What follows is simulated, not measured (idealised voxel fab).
The name of this process module is voxel gate over fins.
Pictured: cross-section cut, 290 nm wide, on a grid of 5 nm square cells.
We lay out every cross-section as a grid of square cells and spell it out in bands from the top down, where one band means one or more rows of cells. Band entry format. Leading values: height of top, height of bottom, nm. Remainder: materials in left-to-right order, each with its width in nm. Special words: "throughout" on a single material, which then fills the band edge to edge; "empty", empty space. Heights are reckoned from 0. Under this level, the received wafer is all of one material. The bottommost band is open-ended downward, for example "0 down". You'd read "30 to 40" like this: the band's top row of cells is as wide as the first number, its bottom row is as wide as the second, and going down, every row changes width by the same amount as the row before did. Step marked "identical to before"? Then no cell in the cross-section changed in it. "Cavities, closed" - sealed voids, min. 8 cells, no opening to top; format: width x height at distance (distance from left edge; nm throughout). Anything after a step's settings on that line? It's the simulator's own note about the step. overlay nm: right-of-plan distance of the mask on a masked step; negative values mean left-of-plan.

STEPS PLANNED FOR THE PROCESS
1,RECEIVE, material Si
2,CONFORMAL_DEP, material SiN, thk nm 5
3,DIRECTIONAL_DEP, material aC, thk nm 15
4,PATTERN, tone cover, mask id FINS, material resist, width nm 15, pitch nm 60, thk nm 35, overlay nm 0
5,DIRECTIONAL_ETCH, etch materials aC, depth nm 15
6,STRIP, etch materials resist
7,DIRECTIONAL_ETCH, etch materials SiN, depth nm 5
8,DIRECTIONAL_ETCH, etch materials Si, depth nm 40
9,STRIP, etch materials aC
10,FILL_DEP, material SiO2, thk nm 15
11,CMP, height nm 5
12,PATTERN, tone open, mask id RAIL, material resist, width nm 15, thk nm 15, overlay nm 0
13,DIRECTIONAL_ETCH, etch materials SiO2, depth nm 40
14,STRIP, etch materials resist
15,CONFORMAL_DEP, material TiN, thk nm 5
16,FILL_DEP, material W, thk nm 5
17,CMP, height nm 5
18,SELECTIVE_ETCH, etch materials W Ru TiN, depth nm 20
19,FILL_DEP, material SiO2, thk nm 5
20,CMP, height nm 5
21,SELECTIVE_ETCH, etch materials SiO2, depth nm 15
22,STRIP, etch materials SiN
23,CONFORMAL_DEP, material HfO2, thk nm 5
24,CONFORMAL_DEP, material TiN, thk nm 5
25,FILL_DEP, material W, thk nm 15
26,CMP, height nm 20
27,CONFORMAL_DEP, material SiCN, thk nm 10

WAFER AT RECEIPT (POST STEP 1), CROSS-SECTION
- 0 down = Si throughout
- Cavities, closed: none

MODULE COMPLETE, CROSS-SECTION. STARTING POINT AND PLAN PER ABOVE. ONE MISTAKE MADE IN RUNNING THE MODULE
- 30 to 20 = SiCN throughout
- 20 to 10 = W throughout
- 10 to 5 = W: 35 / TiN: 35 / W: 25 / TiN: 35 / W: 25 / TiN: 35 / W: 25 / TiN: 35 / W: 40
- 5 to 0 = W: 35 / TiN: 5 / HfO2: 25 / TiN: 5 / W: 25 / TiN: 5 / HfO2: 25 / TiN: 5 / W: 25 / TiN: 5 / HfO2: 25 / TiN: 5 / W: 25 / TiN: 5 / HfO2: 25 / TiN: 5 / W: 40
- 0 to -5 = TiN: 40 / HfO2: 5 / Si: 15 / HfO2: 5 / TiN: 35 / HfO2: 5 / Si: 15 / HfO2: 5 / TiN: 35 / HfO2: 5 / Si: 15 / HfO2: 5 / TiN: 35 / HfO2: 5 / Si: 15 / HfO2: 5 / TiN: 45
- -5 to -10 = HfO2: 35 / TiN: 5 / HfO2: 5 / Si: 15 / HfO2: 5 / TiN: 5 / HfO2: 25 / TiN: 5 / HfO2: 5 / Si: 15 / HfO2: 5 / TiN: 5 / HfO2: 25 / TiN: 5 / HfO2: 5 / Si: 15 / HfO2: 5 / TiN: 5 / HfO2: 25 / TiN: 5 / HfO2: 5 / Si: 15 / HfO2: 5 / TiN: 5 / HfO2: 40
- -10 to -15 = SiO2: 30 / HfO2: 15 / Si: 15 / HfO2: 15 / SiO2: 15 / HfO2: 15 / Si: 15 / HfO2: 15 / SiO2: 15 / HfO2: 15 / Si: 15 / HfO2: 15 / SiO2: 15 / HfO2: 15 / Si: 15 / HfO2: 15 / SiO2: 35
- -15 to -30 = SiO2: 45 / Si: 15 / SiO2: 15 / TiN: 5 / W: 5 / TiN: 5 / SiO2: 15 / Si: 15 / SiO2: 45 / Si: 15 / SiO2: 45 / Si: 15 / SiO2: 50
- -30 to -35 = SiO2: 45 / Si: 15 / SiO2: 15 / TiN: 15 / SiO2: 15 / Si: 15 / SiO2: 45 / Si: 15 / SiO2: 45 / Si: 15 / SiO2: 50
- -35 to -40 = SiO2: 45 / Si: 15 / SiO2: 45 / Si: 15 / SiO2: 45 / Si: 15 / SiO2: 45 / Si: 15 / SiO2: 50
- -40 down = Si throughout
- Cavities, closed: none
Against the plan, the run slipped here: plan vs actual: 21 and 22 interchanged
